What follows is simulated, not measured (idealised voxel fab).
You're looking at the process module voxel released beams.
Xsec cut, 155 nm wide, square cell size 5 nm.
Cross-section = grid of square cells, listed top down in bands; band = one or more rows. Within each band entry, the heights of the top and of the bottom of the band appear first, in that order and in nm; the materials of the band then follow from left to right, each with its corresponding width in nm. The designation "all across" on a single material indicates that it fills the band from edge to edge; the designation "air" indicates empty space. Heights are measured from 0, the level below which the as-received wafer is all one material; the lowest band has no bottom and continues downward, written as in "0 -> down". Per-row width for "30 to 40": begins at first number (top row of band), ends at second number (bottom row), increment between rows held constant. Where the words "identical to before" appear for a step, the cross-section shows no cell changed by that step; every cell remained as before. Basically, "Voids, enclosed" tells you about the enclosed voids: empty spaces with no open way to the top, 8 cells or bigger, each written width x height at distance, where distance is from the left edge, all in nm. Read whatever lies past the settings on a step's line as the simulator's own remark about the step. A step's line can hold "overlay nm"; with a mask on that step, the setting says how far right of the planned place the mask lay, while a negative setting says it lay to the left.

**Set out below are the planned steps of the process**
- 1: RECEIVE, material Si
- 2: CONFORMAL_DEP, material SiN, thk nm 10
- 3: DIRECTIONAL_DEP, material SiO2, thk nm 20
- 4: MASKED_ETCH, tone open, mask id ANCHOR, width nm 45, etch materials SiO2, depth nm 20, overlay nm 0
- 5: CONFORMAL_DEP, material polySi, thk nm 15
- 6: PATTERN, tone cover, mask id BEAM, material resist, width nm 100, thk nm 15, overlay nm 0
- 7: DIRECTIONAL_ETCH, etch materials polySi, depth nm 15
- 8: STRIP, etch materials resist
- 9: STRIP, etch materials SiO2

**Cross-section of the wafer at receipt, which is the condition after step 1**
0 -> down  Si all across
Voids, enclosed: none

**The first of two wafers, cross-sectioned at the end of the module, with the run proceeding as planned**
45 -> 30  air 25 nm; polySi 20 nm; air 15 nm; polySi 65 nm; air 30 nm
30 -> 25  air 30 nm; polySi 15 nm; air 15 nm; polySi 15 nm; air 80 nm
25 -> 10  air 30 nm; polySi 45 nm; air 80 nm
10 -> 0  SiN all across
0 -> down  Si all across
Voids, enclosed: none

**Now the second wafer, cross-sectioned at the end of the module. Nothing different at the start, nothing different in the plan compared with the first, just one mistake when it was actually run**
45 -> 30  air 25 nm; polySi 20 nm; air 20 nm; polySi 60 nm; air 30 nm
30 -> 25  air 30 nm; polySi 15 nm; air 20 nm; polySi 15 nm; air 75 nm
25 -> 10  air 30 nm; polySi 50 nm; air 75 nm
10 -> 0  SiN all across
0 -> down  Si all across
Voids, enclosed: none
Diagnosis: contrary to plan, step 4 was performed as MASKED_ETCH, tone open, mask id ANCHOR, width nm 50, etch materials SiO2, depth nm 20, overlay nm 0
Cell counts per material: same on both final wafers. Positions: different.
